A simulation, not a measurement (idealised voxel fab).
A process module follows: voxel transistor to metal.
Cross-section cut: width 175 nm, square cells of 5 nm.
The cross-sections in this document take the form of a grid made of square cells. They are written out as bands, in order from top to bottom. Each band consists of one or more rows of cells.
In this notation a band is specified by the heights of its top and bottom, in that order and in nm, after which its materials appear from left to right, each paired with its width in nm. The word "everywhere" attached to a single material means that material fills the band from edge to edge; the word "empty" stands for empty space.
The level at which height equals 0 is the one under which the wafer, as it arrives, is entirely one material. No lower edge exists for the bottom band, which continues downward and is notated as in "0..down".
Think of "30->40" as a width that walks from the first number to the second as you go down the band, top row to bottom row, taking equal-sized steps from row to row.
"no modification" for a step: no cell of the cross-section changed in that step.
Voids not open to the top, 8 cells minimum: see "Closed voids list". Written width x height at distance; distance is from the left edge; nm.
Step line, after settings: the simulator's comment on this step.
overlay nm: where the mask lay relative to plan, measured to the right, on steps with a mask; negatives go left.
Reading guide: pairs of cross-sections, before and after one process step; after view cut off at lowest changed band; step and settings listed under each pair. Pairs may stem from different runs of this module on the same starting wafer; continuity with the pair above only where the "Before the process" entry states it.

# Before the process
* 0..down  Si everywhere
* Closed voids list: none

# Resulting Structure
* 0..-5  SiO2 everywhere
* Rest of section, below -5: as before.
* Closed voids list: none
For reference, the processing step occurring between the two cross-sections presented above is as follows: OXIDIZE [depth nm 5]

Before the process: we pick up right where the pair above leaves off, with its after cross-section.

# Resulting Structure
* 15..0  SiN everywhere
* Rest of section, below 0: as before.
* Closed voids list: none
For reference, the processing step occurring between the two cross-sections presented above is as follows: CONFORMAL_DEP [material SiN] [thk nm 15]

Before the process: we pick up right where the pair above leaves off, with its after cross-section.

# Resulting Structure
* 25..15  aC everywhere
* Rest of section, below 15: as before.
* Closed voids list: none
For reference, the processing step occurring between the two cross-sections presented above is as follows: DIRECTIONAL_DEP [material aC] [thk nm 10]

Before the process: we pick up right where the pair above leaves off, with its after cross-section.

# Resulting Structure
* 55..25  empty 35, then resist 105, then empty 35
* Rest of section, below 25: as before.
* Closed voids list: none
For reference, the processing step occurring between the two cross-sections presented above is as follows: PATTERN [tone cover] [mask id ACTIVE] [material resist] [width nm 105] [thk nm 30] [overlay nm 0]

Before the process: we pick up right where the pair above leaves off, with its after cross-section.

# Resulting Structure
* 45..25  empty 35, then resist 105, then empty 35
* 25..15  empty 35, then aC 105, then empty 35
* Rest of section, below 15: as before.
* Closed voids list: none
For reference, the processing step occurring between the two cross-sections presented above is as follows: DIRECTIONAL_ETCH [etch materials aC] [depth nm 10]

Before the process: we pick up right where the pair above leaves off, with its after cross-section.

# Resulting Structure
* 25..15  empty 35, then aC 105, then empty 35
* Rest of section, below 15: as before.
* Closed voids list: none
For reference, the processing step occurring between the two cross-sections presented above is as follows: STRIP [etch materials resist]

Before the process: we pick up right where the pair above leaves off, with its after cross-section.

# Resulting Structure
* 25..15  empty 35, then aC 105, then empty 35
* 15..0  empty 35, then SiN 105, then empty 35
* Rest of section, below 0: as before.
* Closed voids list: none
For reference, the processing step occurring between the two cross-sections presented above is as follows: DIRECTIONAL_ETCH [etch materials SiN] [depth nm 15]

Before the process: we pick up right where the pair above leaves off, with its after cross-section.

# Resulting Structure
* 25..15  empty 35, then aC 105, then empty 35
* 15..0  empty 35, then SiN 105, then empty 35
* 0..-5  empty 35, then SiO2 105, then empty 35
* Rest of section, below -5: as before.
* Closed voids list: none
For reference, the processing step occurring between the two cross-sections presented above is as follows: DIRECTIONAL_ETCH [etch materials SiO2] [depth nm 5]

Before the process: we pick up right where the pair above leaves off, with its after cross-section.

# Resulting Structure
* 25..15  empty 35, then aC 105, then empty 35
* 15..0  empty 35, then SiN 105, then empty 35
* 0..-5  empty 35, then SiO2 105, then empty 35
* -5..-40  empty 35, then Si 105, then empty 35
* Rest of section, below -40: as before.
* Closed voids list: none
For reference, the processing step occurring between the two cross-sections presented above is as follows: DIRECTIONAL_ETCH [etch materials Si] [depth nm 35]

Before the process: we pick up right where the pair above leaves off, with its after cross-section.

# Resulting Structure
* 15..0  empty 35, then SiN 105, then empty 35
* Rest of section, below 0: as before.
* Closed voids list: none
For reference, the processing step occurring between the two cross-sections presented above is as follows: STRIP [etch materials aC]

Before the process: we pick up right where the pair above leaves off, with its after cross-section.

# Resulting Structure
* 15..0  empty 35, then SiN 105, then empty 35
* 0..-5  empty 35, then SiO2 105, then empty 35
* -5..-40  empty 35, then SiO2 5, then Si 95, then SiO2 5, then empty 35
* -40..-45  SiO2 40, then Si 95, then SiO2 40
* Rest of section, below -45: as before.
* Closed voids list: none
For reference, the processing step occurring between the two cross-sections presented above is as follows: OXIDIZE [depth nm 5]

Before the process: we pick up right where the pair above leaves off, with its after cross-section.

# Resulting Structure
* 20..15  SiO2 everywhere
* 15..0  SiO2 35, then SiN 105, then SiO2 35
* 0..-5  SiO2 everywhere
* -5..-45  SiO2 40, then Si 95, then SiO2 40
* Rest of section, below -45: as before.
* Closed voids list: none
For reference, the processing step occurring between the two cross-sections presented above is as follows: FILL_DEP [material SiO2] [thk nm 5]

Before the process: we pick up right where the pair above leaves off, with its after cross-section.

# Resulting Structure
* 15..0  SiO2 35, then SiN 105, then SiO2 35
* Rest of section, below 0: as before.
* Closed voids list: none
For reference, the processing step occurring between the two cross-sections presented above is as follows: CMP [height nm 15]

Before the process: we pick up right where the pair above leaves off, with its after cross-section.

# Resulting Structure
* 15..10  empty 35, then SiN 105, then empty 35
* Rest of section, below 10: as before.
* Closed voids list: none
For reference, the processing step occurring between the two cross-sections presented above is as follows: SELECTIVE_ETCH [etch materials SiO2] [depth nm 5]

Before the process: we pick up right where the pair above leaves off, with its after cross-section.

# Resulting Structure
* 10..0  SiO2 35, then empty 105, then SiO2 35
* Rest of section, below 0: as before.
* Closed voids list: none
For reference, the processing step occurring between the two cross-sections presented above is as follows: STRIP [etch materials SiN]

Before the process: we pick up right where the pair above leaves off, with its after cross-section.

# Resulting Structure
* 5..-5  SiO2 30, then empty 115, then SiO2 30
* Rest of section, below -5: as before.
* Closed voids list: none
For reference, the processing step occurring between the two cross-sections presented above is as follows: SELECTIVE_ETCH [etch materials SiO2] [depth nm 5]

Before the process: we pick up right where the pair above leaves off, with its after cross-section.

# Resulting Structure
* 5..-5  SiO2 30, then empty 115, then SiO2 30
* -5..-10  SiO2 everywhere
* Rest of section, below -10: as before.
* Closed voids list: none
For reference, the processing step occurring between the two cross-sections presented above is as follows: OXIDIZE [depth nm 5]

Before the process: we pick up right where the pair above leaves off, with its after cross-section.

# Resulting Structure
* 30..20  polySi 30, then empty 115, then polySi 30
* 20..5  polySi everywhere
* 5..-5  SiO2 30, then polySi 115, then SiO2 30
* Rest of section, below -5: as before.
* Closed voids list: none
For reference, the processing step occurring between the two cross-sections presented above is as follows: DIRECTIONAL_DEP [material polySi] [thk nm 25]

Before the process: we pick up right where the pair above leaves off, with its after cross-section.

# Resulting Structure
* 40..30  SiCN 30, then empty 115, then SiCN 30
* 30..20  polySi 30, then SiCN 115, then polySi 30
* Rest of section, below 20: as before.
* Closed voids list: none
For reference, the processing step occurring between the two cross-sections presented above is as follows: DIRECTIONAL_DEP [material SiCN] [thk nm 10]

Before the process: we pick up right where the pair above leaves off, with its after cross-section.

# Resulting Structure
* 60..40  empty 80, then resist 15, then empty 80
* 40..30  SiCN 30, then empty 50, then resist 15, then empty 50, then SiCN 30
* Rest of section, below 30: as before.
* Closed voids list: none
For reference, the processing step occurring between the two cross-sections presented above is as follows: PATTERN [tone cover] [mask id GATE] [material resist] [width nm 15] [thk nm 20] [overlay nm 0]

Before the process: we pick up right where the pair above leaves off, with its after cross-section.

# Resulting Structure
* 60..30  empty 80, then resist 15, then empty 80
* 30..20  polySi 30, then empty 50, then SiCN 15, then empty 50, then polySi 30
* Rest of section, below 20: as before.
* Closed voids list: none
For reference, the processing step occurring between the two cross-sections presented above is as follows: DIRECTIONAL_ETCH [etch materials SiCN] [depth nm 20]

Before the process: we pick up right where the pair above leaves off, with its after cross-section.

# Resulting Structure
* 60..30  empty 80, then resist 15, then empty 80
* 30..20  empty 80, then SiCN 15, then empty 80
* 20..5  empty 80, then polySi 15, then empty 80
* 5..-5  SiO2 30, then empty 50, then polySi 15, then empty 50, then SiO2 30
* Rest of section, below -5: as before.
* Closed voids list: none
For reference, the processing step occurring between the two cross-sections presented above is as follows: DIRECTIONAL_ETCH [etch materials polySi] [depth nm 35]

Before the process: we pick up right where the pair above leaves off, with its after cross-section.

# Resulting Structure
* 30..20  empty 80, then SiCN 15, then empty 80
* Rest of section, below 20: as before.
* Closed voids list: none
For reference, the processing step occurring between the two cross-sections presented above is as follows: STRIP [etch materials resist]

Before the process: we pick up right where the pair above leaves off, with its after cross-section.

# Resulting Structure
* 35..30  empty 75, then SiO2 25, then empty 75
* 30..20  empty 75, then SiO2 5, then SiCN 15, then SiO2 5, then empty 75
* 20..10  empty 75, then SiO2 5, then polySi 15, then SiO2 5, then empty 75
* 10..0  SiO2 35, then empty 40, then SiO2 5, then polySi 15, then SiO2 5, then empty 40, then SiO2 35
* 0..-5  SiO2 80, then polySi 15, then SiO2 80
* Rest of section, below -5: as before.
* Closed voids list: none
For reference, the processing step occurring between the two cross-sections presented above is as follows: CONFORMAL_DEP [material SiO2] [thk nm 5]

Before the process: we pick up right where the pair above leaves off, with its after cross-section.

# Resulting Structure
* 30..20  empty 75, then SiO2 5, then SiCN 15, then SiO2 5, then empty 75
* 20..5  empty 75, then SiO2 5, then polySi 15, then SiO2 5, then empty 75
* 5..-5  SiO2 35, then empty 40, then SiO2 5, then polySi 15, then SiO2 5, then empty 40, then SiO2 35
* Rest of section, below -5: as before.
* Closed voids list: none
For reference, the processing step occurring between the two cross-sections presented above is as follows: DIRECTIONAL_ETCH [etch materials SiO2] [depth nm 5]

Before the process: we pick up right where the pair above leaves off, with its after cross-section.

# Resulting Structure
* 35..30  empty 70, then SiN 35, then empty 70
* 30..20  empty 70, then SiN 5, then SiO2 5, then SiCN 15, then SiO2 5, then SiN 5, then empty 70
* 20..10  empty 70, then SiN 5, then SiO2 5, then polySi 15, then SiO2 5, then SiN 5, then empty 70
* 10..5  SiN 40, then empty 30, then SiN 5, then SiO2 5, then polySi 15, then SiO2 5, then SiN 5, then empty 30, then SiN 40
* 5..0  SiO2 35, then SiN 5, then empty 30, then SiN 5, then SiO2 5, then polySi 15, then SiO2 5, then SiN 5, then empty 30, then SiN 5, then SiO2 35
* 0..-5  SiO2 35, then SiN 40, then SiO2 5, then polySi 15, then SiO2 5, then SiN 40, then SiO2 35
* Rest of section, below -5: as before.
* Closed voids list: none
For reference, the processing step occurring between the two cross-sections presented above is as follows: CONFORMAL_DEP [material SiN] [thk nm 5]

Before the process: we pick up right where the pair above leaves off, with its after cross-section.

# Resulting Structure
* 30..20  empty 70, then SiN 5, then SiO2 5, then SiCN 15, then SiO2 5, then SiN 5, then empty 70
* 20..5  empty 70, then SiN 5, then SiO2 5, then polySi 15, then SiO2 5, then SiN 5, then empty 70
* 5..-5  SiO2 35, then SiN 5, then empty 30, then SiN 5, then SiO2 5, then polySi 15, then SiO2 5, then SiN 5, then empty 30, then SiN 5, then SiO2 35
* Rest of section, below -5: as before.
* Closed voids list: none
For reference, the processing step occurring between the two cross-sections presented above is as follows: DIRECTIONAL_ETCH [etch materials SiN] [depth nm 5]

Before the process: we pick up right where the pair above leaves off, with its after cross-section.

# Resulting Structure
* 30..25  empty 70, then SiN 5, then empty 5, then SiCN 15, then empty 5, then SiN 5, then empty 70
* 25..20  empty 70, then SiN 5, then SiO2 5, then SiCN 15, then SiO2 5, then SiN 5, then empty 70
* 20..5  empty 70, then SiN 5, then SiO2 5, then polySi 15, then SiO2 5, then SiN 5, then empty 70
* 5..0  empty 35, then SiN 5, then empty 30, then SiN 5, then SiO2 5, then polySi 15, then SiO2 5, then SiN 5, then empty 30, then SiN 5, then empty 35
* 0..-5  SiO2 35, then SiN 5, then empty 30, then SiN 5, then SiO2 5, then polySi 15, then SiO2 5, then SiN 5, then empty 30, then SiN 5, then SiO2 35
* -5..-10  SiO2 40, then empty 30, then SiO2 35, then empty 30, then SiO2 40
* Rest of section, below -10: as before.
* Closed voids list: none
For reference, the processing step occurring between the two cross-sections presented above is as follows: DIRECTIONAL_ETCH [etch materials SiO2] [depth nm 5]

Before the process: we pick up right where the pair above leaves off, with its after cross-section.

# Resulting Structure
* 30..25  empty 70, then SiN 5, then empty 5, then SiCN 15, then empty 5, then SiN 5, then empty 70
* 25..20  empty 70, then SiN 5, then SiO2 5, then SiCN 15, then SiO2 5, then SiN 5, then empty 70
* 20..5  empty 70, then SiN 5, then SiO2 5, then polySi 15, then SiO2 5, then SiN 5, then empty 70
* 5..0  empty 35, then SiN 5, then empty 30, then SiN 5, then SiO2 5, then polySi 15, then SiO2 5, then SiN 5, then empty 30, then SiN 5, then empty 35
* 0..-5  SiO2 35, then SiN 5, then empty 30, then SiN 5, then SiO2 5, then polySi 15, then SiO2 5, then SiN 5, then empty 30, then SiN 5, then SiO2 35
* -5..-10  SiO2 40, then empty 30, then SiO2 35, then empty 30, then SiO2 40
* -10..-15  SiO2 40, then empty 30, then Si 35, then empty 30, then SiO2 40
* Rest of section, below -15: as before.
* Closed voids list: none
For reference, the processing step occurring between the two cross-sections presented above is as follows: DIRECTIONAL_ETCH [etch materials Si] [depth nm 5]

Before the process: we pick up right where the pair above leaves off, with its after cross-section.

# Resulting Structure
* 30..25  empty 70, then SiN 5, then empty 5, then SiCN 15, then empty 5, then SiN 5, then empty 70
* 25..20  empty 70, then SiN 5, then SiO2 5, then SiCN 15, then SiO2 5, then SiN 5, then empty 70
* 20..5  empty 70, then SiN 5, then SiO2 5, then polySi 15, then SiO2 5, then SiN 5, then empty 70
* 5..0  empty 35, then SiN 5, then empty 30, then SiN 5, then SiO2 5, then polySi 15, then SiO2 5, then SiN 5, then empty 30, then SiN 5, then empty 35
* 0..-5  SiO2 35, then SiN 5, then empty 30, then SiN 5, then SiO2 5, then polySi 15, then SiO2 5, then SiN 5, then empty 30, then SiN 5, then SiO2 35
* -5..-10  SiO2 40, then empty 25, then pSi 5, then SiO2 35, then pSi 5, then empty 25, then SiO2 40
* -10..-15  SiO2 40, then pSi 30, then Si 35, then pSi 30, then SiO2 40
* Rest of section, below -15: as before.
* Closed voids list: none
For reference, the processing step occurring between the two cross-sections presented above is as follows: EPI [material pSi] [thk nm 5]

Before the process: we pick up right where the pair above leaves off, with its after cross-section.

# Resulting Structure
* 35..30  SiO2 everywhere
* 30..20  SiO2 70, then SiN 5, then SiO2 5, then SiCN 15, then SiO2 5, then SiN 5, then SiO2 70
* 20..5  SiO2 70, then SiN 5, then SiO2 5, then polySi 15, then SiO2 5, then SiN 5, then SiO2 70
* 5..-5  SiO2 35, then SiN 5, then SiO2 30, then SiN 5, then SiO2 5, then polySi 15, then SiO2 5, then SiN 5, then SiO2 30, then SiN 5, then SiO2 35
* -5..-10  SiO2 65, then pSi 5, then SiO2 35, then pSi 5, then SiO2 65
* Rest of section, below -10: as before.
* Closed voids list: none
For reference, the processing step occurring between the two cross-sections presented above is as follows: FILL_DEP [material SiO2] [thk nm 5]

Before the process: we pick up right where the pair above leaves off, with its after cross-section.

# Resulting Structure
* 30..20  SiO2 70, then SiN 5, then SiO2 5, then SiCN 15, then SiO2 5, then SiN 5, then SiO2 70
* Rest of section, below 20: as before.
* Closed voids list: none
For reference, the processing step occurring between the two cross-sections presented above is as follows: CMP [height nm 30]

Before the process: we pick up right where the pair above leaves off, with its after cross-section.

# Resulting Structure
* 45..30  SiO2 everywhere
* Rest of section, below 30: as before.
* Closed voids list: none
For reference, the processing step occurring between the two cross-sections presented above is as follows: DIRECTIONAL_DEP [material SiO2] [thk nm 15]

Before the process: we pick up right where the pair above leaves off, with its after cross-section.

# Resulting Structure
* 55..45  aC everywhere
* Rest of section, below 45: as before.
* Closed voids list: none
For reference, the processing step occurring between the two cross-sections presented above is as follows: DIRECTIONAL_DEP [material aC] [thk nm 10]

Before the process: we pick up right where the pair above leaves off, with its after cross-section.

# Resulting Structure
* 85..55  resist 45, then empty 30, then resist 25, then empty 30, then resist 45
* Rest of section, below 55: as before.
* Closed voids list: none
For reference, the processing step occurring between the two cross-sections presented above is as follows: PATTERN [tone open] [mask id CONTACT] [material resist] [width nm 30] [pitch nm 55] [thk nm 30] [overlay nm 0]

Before the process: we pick up right where the pair above leaves off, with its after cross-section.

# Resulting Structure
* 75..55  resist 45, then empty 30, then resist 25, then empty 30, then resist 45
* 55..45  aC 45, then empty 30, then aC 25, then empty 30, then aC 45
* Rest of section, below 45: as before.
* Closed voids list: none
For reference, the processing step occurring between the two cross-sections presented above is as follows: DIRECTIONAL_ETCH [etch materials aC] [depth nm 10]

Before the process: we pick up right where the pair above leaves off, with its after cross-section.

# Resulting Structure
* 55..45  aC 45, then empty 30, then aC 25, then empty 30, then aC 45
* Rest of section, below 45: as before.
* Closed voids list: none
For reference, the processing step occurring between the two cross-sections presented above is as follows: STRIP [etch materials resist]

Before the process: we pick up right where the pair above leaves off, with its after cross-section.

# Resulting Structure
* 55..45  aC 45, then empty 30, then aC 25, then empty 30, then aC 45
* 45..30  SiO2 45, then empty 30, then SiO2 25, then empty 30, then SiO2 45
* 30..20  SiO2 45, then empty 25, then SiN 5, then SiO2 5, then SiCN 15, then SiO2 5, then SiN 5, then empty 25, then SiO2 45
* 20..5  SiO2 45, then empty 25, then SiN 5, then SiO2 5, then polySi 15, then SiO2 5, then SiN 5, then empty 25, then SiO2 45
* 5..-5  SiO2 35, then SiN 5, then SiO2 5, then empty 25, then SiN 5, then SiO2 5, then polySi 15, then SiO2 5, then SiN 5, then empty 25, then SiO2 5, then SiN 5, then SiO2 35
* -5..-10  SiO2 45, then empty 20, then pSi 5, then SiO2 35, then pSi 5, then empty 20, then SiO2 45
* Rest of section, below -10: as before.
* Closed voids list: none
For reference, the processing step occurring between the two cross-sections presented above is as follows: DIRECTIONAL_ETCH [etch materials SiO2] [depth nm 55]

Before the process: we pick up right where the pair above leaves off, with its after cross-section.

# Resulting Structure
* 45..30  SiO2 45, then empty 30, then SiO2 25, then empty 30, then SiO2 45
* Rest of section, below 30: as before.
* Closed voids list: none
For reference, the processing step occurring between the two cross-sections presented above is as follows: STRIP [etch materials aC]

Before the process: we pick up right where the pair above leaves off, with its after cross-section.

# Resulting Structure
* 50..45  TiN 50, then empty 20, then TiN 35, then empty 20, then TiN 50
* 45..35  SiO2 45, then TiN 5, then empty 20, then TiN 5, then SiO2 25, then TiN 5, then empty 20, then TiN 5, then SiO2 45
* 35..30  SiO2 45, then TiN 5, then empty 15, then TiN 10, then SiO2 25, then TiN 10, then empty 15, then TiN 5, then SiO2 45
* 30..20  SiO2 45, then TiN 5, then empty 15, then TiN 5, then SiN 5, then SiO2 5, then SiCN 15, then SiO2 5, then SiN 5, then TiN 5, then empty 15, then TiN 5, then SiO2 45
* 20..5  SiO2 45, then TiN 5, then empty 15, then TiN 5, then SiN 5, then SiO2 5, then polySi 15, then SiO2 5, then SiN 5, then TiN 5, then empty 15, then TiN 5, then SiO2 45
* 5..-5  SiO2 35, then SiN 5, then SiO2 5, then TiN 5, then empty 15->10, then TiN 5->10, then SiN 5, then SiO2 5, then polySi 15, then SiO2 5, then SiN 5, then TiN 5->10, then empty 15->10, then TiN 5, then SiO2 5, then SiN 5, then SiO2 35
* -5..-10  SiO2 45, then TiN 20, then pSi 5, then SiO2 35, then pSi 5, then TiN 20, then SiO2 45
* Rest of section, below -10: as before.
* Closed voids list: none
For reference, the processing step occurring between the two cross-sections presented above is as follows: CONFORMAL_DEP [material TiN] [thk nm 5]

Before the process: we pick up right where the pair above leaves off, with its after cross-section.

# Resulting Structure
* 55..50  W everywhere
* 50..45  TiN 50, then W 20, then TiN 35, then W 20, then TiN 50
* 45..35  SiO2 45, then TiN 5, then W 20, then TiN 5, then SiO2 25, then TiN 5, then W 20, then TiN 5, then SiO2 45
* 35..30  SiO2 45, then TiN 5, then W 15, then TiN 10, then SiO2 25, then TiN 10, then W 15, then TiN 5, then SiO2 45
* 30..20  SiO2 45, then TiN 5, then W 15, then TiN 5, then SiN 5, then SiO2 5, then SiCN 15, then SiO2 5, then SiN 5, then TiN 5, then W 15, then TiN 5, then SiO2 45
* 20..5  SiO2 45, then TiN 5, then W 15, then TiN 5, then SiN 5, then SiO2 5, then polySi 15, then SiO2 5, then SiN 5, then TiN 5, then W 15, then TiN 5, then SiO2 45
* 5..-5  SiO2 35, then SiN 5, then SiO2 5, then TiN 5, then W 15->10, then TiN 5->10, then SiN 5, then SiO2 5, then polySi 15, then SiO2 5, then SiN 5, then TiN 5->10, then W 15->10, then TiN 5, then SiO2 5, then SiN 5, then SiO2 35
* Rest of section, below -5: as before.
* Closed voids list: none
For reference, the processing step occurring between the two cross-sections presented above is as follows: FILL_DEP [material W] [thk nm 5]

Before the process: we pick up right where the pair above leaves off, with its after cross-section.

# Resulting Structure
* 45..35  SiO2 45, then TiN 5, then W 20, then TiN 5, then SiO2 25, then TiN 5, then W 20, then TiN 5, then SiO2 45
* Rest of section, below 35: as before.
* Closed voids list: none
For reference, the processing step occurring between the two cross-sections presented above is as follows: CMP [height nm 45]

Before the process: we pick up right where the pair above leaves off, with its after cross-section.

# Resulting Structure
* 50..45  SiN everywhere
* Rest of section, below 45: as before.
* Closed voids list: none
For reference, the processing step occurring between the two cross-sections presented above is as follows: CONFORMAL_DEP [material SiN] [thk nm 5]

Before the process: we pick up right where the pair above leaves off, with its after cross-section.

# Resulting Structure
* 65..50  SiO2 everywhere
* Rest of section, below 50: as before.
* Closed voids list: none
For reference, the processing step occurring between the two cross-sections presented above is as follows: DIRECTIONAL_DEP [material SiO2] [thk nm 15]

Before the process: we pick up right where the pair above leaves off, with its after cross-section.

# Resulting Structure
* 85..65  resist 45, then empty 20, then resist 45, then empty 20, then resist 45
* Rest of section, below 65: as before.
* Closed voids list: none
For reference, the processing step occurring between the two cross-sections presented above is as follows: PATTERN [tone open] [mask id METAL_1] [material resist] [width nm 20] [pitch nm 65] [thk nm 20] [overlay nm 0]

Before the process: we pick up right where the pair above leaves off, with its after cross-section.

# Resulting Structure
* 85..65  resist 45, then empty 20, then resist 45, then empty 20, then resist 45
* 65..50  SiO2 45, then empty 20, then SiO2 45, then empty 20, then SiO2 45
* Rest of section, below 50: as before.
* Closed voids list: none
For reference, the processing step occurring between the two cross-sections presented above is as follows: DIRECTIONAL_ETCH [etch materials SiO2] [depth nm 15]

Before the process: we pick up right where the pair above leaves off, with its after cross-section.

# Resulting Structure
* 85..65  resist 45, then empty 20, then resist 45, then empty 20, then resist 45
* 65..50  SiO2 45, then empty 20, then SiO2 45, then empty 20, then SiO2 45
* 50..45  SiN 45, then empty 20, then SiN 45, then empty 20, then SiN 45
* Rest of section, below 45: as before.
* Closed voids list: none
For reference, the processing step occurring between the two cross-sections presented above is as follows: DIRECTIONAL_ETCH [etch materials SiN] [depth nm 5]

Before the process: we pick up right where the pair above leaves off, with its after cross-section.

# Resulting Structure
* 65..50  SiO2 45, then empty 20, then SiO2 45, then empty 20, then SiO2 45
* Rest of section, below 50: as before.
* Closed voids list: none
For reference, the processing step occurring between the two cross-sections presented above is as follows: STRIP [etch materials resist]

Before the process: we pick up right where the pair above leaves off, with its after cross-section.

# Resulting Structure
* 70..65  TiN 50, then empty 10, then TiN 55, then empty 10, then TiN 50
* 65..50  SiO2 45, then TiN 5, then empty 10, then TiN 5, then SiO2 45, then TiN 5, then empty 10, then TiN 5, then SiO2 45
* 50..45  SiN 45, then TiN 20, then SiN 45, then TiN 20, then SiN 45
* Rest of section, below 45: as before.
* Closed voids list: none
For reference, the processing step occurring between the two cross-sections presented above is as follows: CONFORMAL_DEP [material TiN] [thk nm 5]

Before the process: we pick up right where the pair above leaves off, with its after cross-section.

# Resulting Structure
* 75..70  Ru everywhere
* 70..65  TiN 50, then Ru 10, then TiN 55, then Ru 10, then TiN 50
* 65..50  SiO2 45, then TiN 5, then Ru 10, then TiN 5, then SiO2 45, then TiN 5, then Ru 10, then TiN 5, then SiO2 45
* Rest of section, below 50: as before.
* Closed voids list: none
For reference, the processing step occurring between the two cross-sections presented above is as follows: FILL_DEP [material Ru] [thk nm 5]

Before the process: we pick up right where the pair above leaves off, with its after cross-section.

# Resulting Structure
* 65..50  SiO2 45, then TiN 5, then Ru 10, then TiN 5, then SiO2 45, then TiN 5, then Ru 10, then TiN 5, then SiO2 45
* Rest of section, below 50: as before.
* Closed voids list: none
For reference, the processing step occurring between the two cross-sections presented above is as follows: CMP [height nm 65]

Before the process: we pick up right where the pair above leaves off, with its after cross-section.

# Resulting Structure
* 70..65  empty 40, then Ru 30, then empty 35, then Ru 30, then empty 40
* Rest of section, below 65: as before.
* Closed voids list: none
For reference, the processing step occurring between the two cross-sections presented above is as follows: EPI [material Ru] [thk nm 5]

Before the process: we pick up right where the pair above leaves off, with its after cross-section.

# Resulting Structure
* 75..70  SiCN everywhere
* 70..65  SiCN 40, then Ru 30, then SiCN 35, then Ru 30, then SiCN 40
* Rest of section, below 65: as before.
* Closed voids list: none
For reference, the processing step occurring between the two cross-sections presented above is as follows: FILL_DEP [material SiCN] [thk nm 5]

# Before the process
* 30..20  empty 75, then SiO2 5, then SiCN 15, then SiO2 5, then empty 75
* 20..5  empty 75, then SiO2 5, then polySi 15, then SiO2 5, then empty 75
* 5..-5  SiO2 35, then empty 40, then SiO2 5, then polySi 15, then SiO2 5, then empty 40, then SiO2 35
* -5..-10  SiO2 everywhere
* -10..-45  SiO2 40, then Si 95, then SiO2 40
* -45..down  Si everywhere
* Closed voids list: none

# Resulting Structure
* 30..25  empty 80, then SiCN 15, then empty 80
* 25..20  empty 75, then SiO2 5, then SiCN 15, then SiO2 5, then empty 75
* 20..0  empty 75, then SiO2 5, then polySi 15, then SiO2 5, then empty 75
* 0..-5  SiO2 35, then empty 40, then SiO2 5, then polySi 15, then SiO2 5, then empty 40, then SiO2 35
* -5..-10  SiO2 35, then empty 40, then SiO2 25, then empty 40, then SiO2 35
* Rest of section, below -10: as before.
* Closed voids list: none
For reference, the processing step occurring between the two cross-sections presented above is as follows: DIRECTIONAL_ETCH [etch materials SiO2] [depth nm 5]

Before the process: we pick up right where the pair above leaves off, with its after cross-section.

# Resulting Structure
* 30..25  empty 80, then SiCN 15, then empty 80
* 25..20  empty 75, then SiO2 5, then SiCN 15, then SiO2 5, then empty 75
* 20..0  empty 75, then SiO2 5, then polySi 15, then SiO2 5, then empty 75
* 0..-5  SiO2 35, then empty 40, then SiO2 5, then polySi 15, then SiO2 5, then empty 40, then SiO2 35
* -5..-10  SiO2 35, then empty 40, then SiO2 25, then empty 40, then SiO2 35
* -10..-15  SiO2 40, then empty 35, then Si 25, then empty 35, then SiO2 40
* Rest of section, below -15: as before.
* Closed voids list: none
For reference, the processing step occurring between the two cross-sections presented above is as follows: DIRECTIONAL_ETCH [etch materials Si] [depth nm 5]

Before the process: we pick up right where the pair above leaves off, with its after cross-section.

# Resulting Structure
* 30..25  empty 80, then SiCN 15, then empty 80
* 25..20  empty 75, then SiO2 5, then SiCN 15, then SiO2 5, then empty 75
* 20..0  empty 75, then SiO2 5, then polySi 15, then SiO2 5, then empty 75
* 0..-5  SiO2 35, then empty 40, then SiO2 5, then polySi 15, then SiO2 5, then empty 40, then SiO2 35
* -5..-10  SiO2 35, then empty 35, then pSi 5, then SiO2 25, then pSi 5, then empty 35, then SiO2 35
* -10..-15  SiO2 40, then pSi 35, then Si 25, then pSi 35, then SiO2 40
* Rest of section, below -15: as before.
* Closed voids list: none
For reference, the processing step occurring between the two cross-sections presented above is as follows: EPI [material pSi] [thk nm 5]

Before the process: we pick up right where the pair above leaves off, with its after cross-section.

# Resulting Structure
* 35..30  SiO2 everywhere
* 30..20  SiO2 80, then SiCN 15, then SiO2 80
* 20..-5  SiO2 80, then polySi 15, then SiO2 80
* -5..-10  SiO2 70, then pSi 5, then SiO2 25, then pSi 5, then SiO2 70
* Rest of section, below -10: as before.
* Closed voids list: none
For reference, the processing step occurring between the two cross-sections presented above is as follows: FILL_DEP [material SiO2] [thk nm 5]

Before the process: we pick up right where the pair above leaves off, with its after cross-section.

# Resulting Structure
* 30..20  SiO2 80, then SiCN 15, then SiO2 80
* Rest of section, below 20: as before.
* Closed voids list: none
For reference, the processing step occurring between the two cross-sections presented above is as follows: CMP [height nm 30]

Before the process: we pick up right where the pair above leaves off, with its after cross-section.

# Resulting Structure
* 45..30  SiO2 everywhere
* Rest of section, below 30: as before.
* Closed voids list: none
For reference, the processing step occurring between the two cross-sections presented above is as follows: DIRECTIONAL_DEP [material SiO2] [thk nm 15]

Before the process: we pick up right where the pair above leaves off, with its after cross-section.

# Resulting Structure
* 55..45  aC everywhere
* Rest of section, below 45: as before.
* Closed voids list: none
For reference, the processing step occurring between the two cross-sections presented above is as follows: DIRECTIONAL_DEP [material aC] [thk nm 10]

Before the process: we pick up right where the pair above leaves off, with its after cross-section.

# Resulting Structure
* 85..55  resist 45, then empty 30, then resist 25, then empty 30, then resist 45
* Rest of section, below 55: as before.
* Closed voids list: none
For reference, the processing step occurring between the two cross-sections presented above is as follows: PATTERN [tone open] [mask id CONTACT] [material resist] [width nm 30] [pitch nm 55] [thk nm 30] [overlay nm 0]

Before the process: we pick up right where the pair above leaves off, with its after cross-section.

# Resulting Structure
* 75..55  resist 45, then empty 30, then resist 25, then empty 30, then resist 45
* 55..45  aC 45, then empty 30, then aC 25, then empty 30, then aC 45
* Rest of section, below 45: as before.
* Closed voids list: none
For reference, the processing step occurring between the two cross-sections presented above is as follows: DIRECTIONAL_ETCH [etch materials aC] [depth nm 10]

Before the process: we pick up right where the pair above leaves off, with its after cross-section.

# Resulting Structure
* 55..45  aC 45, then empty 30, then aC 25, then empty 30, then aC 45
* Rest of section, below 45: as before.
* Closed voids list: none
For reference, the processing step occurring between the two cross-sections presented above is as follows: STRIP [etch materials resist]
